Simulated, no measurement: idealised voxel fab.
Module name: voxel gate over fins (process module)
In the cross-section labelled cut, the width is 205 nm and each square cell is 5 nm.
A cross-section is a grid of square cells, given in bands from the top down. A band is one or more rows of cells. For a band, the entry starts with two heights in nm, that of the top and then that of the bottom, and carries on with the band's materials in order from left to right, each alongside its width in nm; the word "edge to edge" beside a single material means it fills the band edge to edge, and "blank" means empty space. Heads up on the height convention: 0 is the point under which the incoming wafer is all one material, and the lowest band has no bottom, it just keeps going down, like "0 nm and below". A width such as "30->40" changes by the same amount from each row of cells to the next, from the band's top row to its bottom row. Given "no change occurred" for a step, no cell of the cross-section differs between before and after that step. This entry, "Listed closed voids", enumerates those empty regions of no fewer than 8 cells that possess no open connection to the top. Each region is reported in the form width x height at distance, the distance being taken from the left edge, with all three quantities expressed in nm. Where a step's line continues beyond its settings, the continuation is a remark by the simulator itself on that step. The line of a step may include "overlay nm". On a step with a mask, this value is how far to the right of its planned place the mask lay. A negative value means the mask lay to the left.

The steps planned for the process are as follows
1: RECEIVE: material Si
2: CONFORMAL_DEP: material SiN, thk nm 5
3: DIRECTIONAL_DEP: material aC, thk nm 15
4: PATTERN: tone cover, mask id FINS, material resist, width nm 15, pitch nm 45, thk nm 30, overlay nm 0
5: DIRECTIONAL_ETCH: etch materials aC, depth nm 15
6: STRIP: etch materials resist
7: DIRECTIONAL_ETCH: etch materials SiN, depth nm 5
8: DIRECTIONAL_ETCH: etch materials Si, depth nm 40
9: STRIP: etch materials aC
10: FILL_DEP: material SiO2, thk nm 5
11: CMP: height nm 5
12: SELECTIVE_ETCH: etch materials SiO2, depth nm 20
13: STRIP: etch materials SiN
14: CONFORMAL_DEP: material HfO2, thk nm 5
15: CONFORMAL_DEP: material TiN, thk nm 5
16: FILL_DEP: material W, thk nm 15
17: CMP: height nm 20
18: CONFORMAL_DEP: material SiCN, thk nm 10

first wafer, as planned

Cross-sectional view of the wafer in its as-received condition, corresponding to the state after step 1
  0 nm and below | Si edge to edge
  Listed closed voids: none

Cross-section of the wafer after step 2
  5 nm to 0 nm | SiN edge to edge
  Whatever lies below 0 is exactly as it was before.

Cross-section of the wafer after step 3
  20 nm to 5 nm | aC edge to edge
  Whatever lies below 5 is exactly as it was before.

Cross-section of the wafer after step 4
  50 nm to 20 nm | blank 25 nm | resist 15 nm | blank 30 nm | resist 15 nm | blank 30 nm | resist 15 nm | blank 30 nm | resist 15 nm | blank 30 nm
  Whatever lies below 20 is exactly as it was before.

Cross-section of the wafer after step 5
  35 nm to 20 nm | blank 25 nm | resist 15 nm | blank 30 nm | resist 15 nm | blank 30 nm | resist 15 nm | blank 30 nm | resist 15 nm | blank 30 nm
  20 nm to 5 nm | blank 25 nm | aC 15 nm | blank 30 nm | aC 15 nm | blank 30 nm | aC 15 nm | blank 30 nm | aC 15 nm | blank 30 nm
  Whatever lies below 5 is exactly as it was before.

Cross-section of the wafer after step 6
  20 nm to 5 nm | blank 25 nm | aC 15 nm | blank 30 nm | aC 15 nm | blank 30 nm | aC 15 nm | blank 30 nm | aC 15 nm | blank 30 nm
  Whatever lies below 5 is exactly as it was before.

Cross-section of the wafer after step 7
  20 nm to 5 nm | blank 25 nm | aC 15 nm | blank 30 nm | aC 15 nm | blank 30 nm | aC 15 nm | blank 30 nm | aC 15 nm | blank 30 nm
  5 nm to 0 nm | blank 25 nm | SiN 15 nm | blank 30 nm | SiN 15 nm | blank 30 nm | SiN 15 nm | blank 30 nm | SiN 15 nm | blank 30 nm
  Whatever lies below 0 is exactly as it was before.

Cross-section of the wafer after step 8
  20 nm to 5 nm | blank 25 nm | aC 15 nm | blank 30 nm | aC 15 nm | blank 30 nm | aC 15 nm | blank 30 nm | aC 15 nm | blank 30 nm
  5 nm to 0 nm | blank 25 nm | SiN 15 nm | blank 30 nm | SiN 15 nm | blank 30 nm | SiN 15 nm | blank 30 nm | SiN 15 nm | blank 30 nm
  0 nm to -40 nm | blank 25 nm | Si 15 nm | blank 30 nm | Si 15 nm | blank 30 nm | Si 15 nm | blank 30 nm | Si 15 nm | blank 30 nm
  Whatever lies below -40 is exactly as it was before.

Cross-section of the wafer after step 9
  5 nm to 0 nm | blank 25 nm | SiN 15 nm | blank 30 nm | SiN 15 nm | blank 30 nm | SiN 15 nm | blank 30 nm | SiN 15 nm | blank 30 nm
  Whatever lies below 0 is exactly as it was before.

Cross-section of the wafer after step 10
  10 nm to 5 nm | SiO2 edge to edge
  5 nm to 0 nm | SiO2 25 nm | SiN 15 nm | SiO2 30 nm | SiN 15 nm | SiO2 30 nm | SiN 15 nm | SiO2 30 nm | SiN 15 nm | SiO2 30 nm
  0 nm to -40 nm | SiO2 25 nm | Si 15 nm | SiO2 30 nm | Si 15 nm | SiO2 30 nm | Si 15 nm | SiO2 30 nm | Si 15 nm | SiO2 30 nm
  Whatever lies below -40 is exactly as it was before.

Cross-section of the wafer after step 11
  5 nm to 0 nm | SiO2 25 nm | SiN 15 nm | SiO2 30 nm | SiN 15 nm | SiO2 30 nm | SiN 15 nm | SiO2 30 nm | SiN 15 nm | SiO2 30 nm
  Whatever lies below 0 is exactly as it was before.

Cross-section of the wafer after step 12
  5 nm to 0 nm | blank 25 nm | SiN 15 nm | blank 30 nm | SiN 15 nm | blank 30 nm | SiN 15 nm | blank 30 nm | SiN 15 nm | blank 30 nm
  0 nm to -15 nm | blank 25 nm | Si 15 nm | blank 30 nm | Si 15 nm | blank 30 nm | Si 15 nm | blank 30 nm | Si 15 nm | blank 30 nm
  Whatever lies below -15 is exactly as it was before.

Cross-section of the wafer after step 13
  0 nm to -15 nm | blank 25 nm | Si 15 nm | blank 30 nm | Si 15 nm | blank 30 nm | Si 15 nm | blank 30 nm | Si 15 nm | blank 30 nm
  Whatever lies below -15 is exactly as it was before.

Cross-section of the wafer after step 14
  5 nm to 0 nm | blank 20 nm | HfO2 25 nm | blank 20 nm | HfO2 25 nm | blank 20 nm | HfO2 25 nm | blank 20 nm | HfO2 25 nm | blank 25 nm
  0 nm to -10 nm | blank 20 nm | HfO2 5 nm | Si 15 nm | HfO2 5 nm | blank 20 nm | HfO2 5 nm | Si 15 nm | HfO2 5 nm | blank 20 nm | HfO2 5 nm | Si 15 nm | HfO2 5 nm | blank 20 nm | HfO2 5 nm | Si 15 nm | HfO2 5 nm | blank 25 nm
  -10 nm to -15 nm | HfO2 25 nm | Si 15 nm | HfO2 30 nm | Si 15 nm | HfO2 30 nm | Si 15 nm | HfO2 30 nm | Si 15 nm | HfO2 30 nm
  Whatever lies below -15 is exactly as it was before.

Cross-section of the wafer after step 15
  10 nm to 5 nm | blank 15 nm | TiN 35 nm | blank 10 nm | TiN 35 nm | blank 10 nm | TiN 35 nm | blank 10 nm | TiN 35 nm | blank 20 nm
  5 nm to 0 nm | blank 15 nm | TiN 5 nm | HfO2 25 nm | TiN 5 nm | blank 10 nm | TiN 5 nm | HfO2 25 nm | TiN 5 nm | blank 10 nm | TiN 5 nm | HfO2 25 nm | TiN 5 nm | blank 10 nm | TiN 5 nm | HfO2 25 nm | TiN 5 nm | blank 20 nm
  0 nm to -5 nm | blank 15 nm | TiN 5 nm | HfO2 5 nm | Si 15 nm | HfO2 5 nm | TiN 5 nm | blank 10 nm | TiN 5 nm | HfO2 5 nm | Si 15 nm | HfO2 5 nm | TiN 5 nm | blank 10 nm | TiN 5 nm | HfO2 5 nm | Si 15 nm | HfO2 5 nm | TiN 5 nm | blank 10 nm | TiN 5 nm | HfO2 5 nm | Si 15 nm | HfO2 5 nm | TiN 5 nm | blank 20 nm
  -5 nm to -10 nm | TiN 20 nm | HfO2 5 nm | Si 15 nm | HfO2 5 nm | TiN 20 nm | HfO2 5 nm | Si 15 nm | HfO2 5 nm | TiN 20 nm | HfO2 5 nm | Si 15 nm | HfO2 5 nm | TiN 20 nm | HfO2 5 nm | Si 15 nm | HfO2 5 nm | TiN 25 nm
  Whatever lies below -10 is exactly as it was before.

Cross-section of the wafer after step 16
  25 nm to 10 nm | W edge to edge
  10 nm to 5 nm | W 15 nm | TiN 35 nm | W 10 nm | TiN 35 nm | W 10 nm | TiN 35 nm | W 10 nm | TiN 35 nm | W 20 nm
  5 nm to 0 nm | W 15 nm | TiN 5 nm | HfO2 25 nm | TiN 5 nm | W 10 nm | TiN 5 nm | HfO2 25 nm | TiN 5 nm | W 10 nm | TiN 5 nm | HfO2 25 nm | TiN 5 nm | W 10 nm | TiN 5 nm | HfO2 25 nm | TiN 5 nm | W 20 nm
  0 nm to -5 nm | W 15 nm | TiN 5 nm | HfO2 5 nm | Si 15 nm | HfO2 5 nm | TiN 5 nm | W 10 nm | TiN 5 nm | HfO2 5 nm | Si 15 nm | HfO2 5 nm | TiN 5 nm | W 10 nm | TiN 5 nm | HfO2 5 nm | Si 15 nm | HfO2 5 nm | TiN 5 nm | W 10 nm | TiN 5 nm | HfO2 5 nm | Si 15 nm | HfO2 5 nm | TiN 5 nm | W 20 nm
  Whatever lies below -5 is exactly as it was before.

Cross-section of the wafer after step 17
  20 nm to 10 nm | W edge to edge
  Whatever lies below 10 is exactly as it was before.

Cross-section of the wafer after step 18
  30 nm to 20 nm | SiCN edge to edge
  Whatever lies below 20 is exactly as it was before.

Wafer two. Same start, same plan, one slip in execution. Same as wafer one through step 16, inclusive

Second wafer, cross-section, planned end of step 17
  10 nm to 5 nm | W 15 nm | TiN 35 nm | W 10 nm | TiN 35 nm | W 10 nm | TiN 35 nm | W 10 nm | TiN 35 nm | W 20 nm
  Whatever lies below 5 is exactly as it was before.

Second wafer, cross-section, planned end of step 18
  20 nm to 10 nm | SiCN edge to edge
  Whatever lies below 10 is exactly as it was before.
The plan and the run diverged here: step 17 off recipe, ran as CMP: height nm 10
Materials where the second wafer ends with more or fewer cells than the first: 82 fewer of W
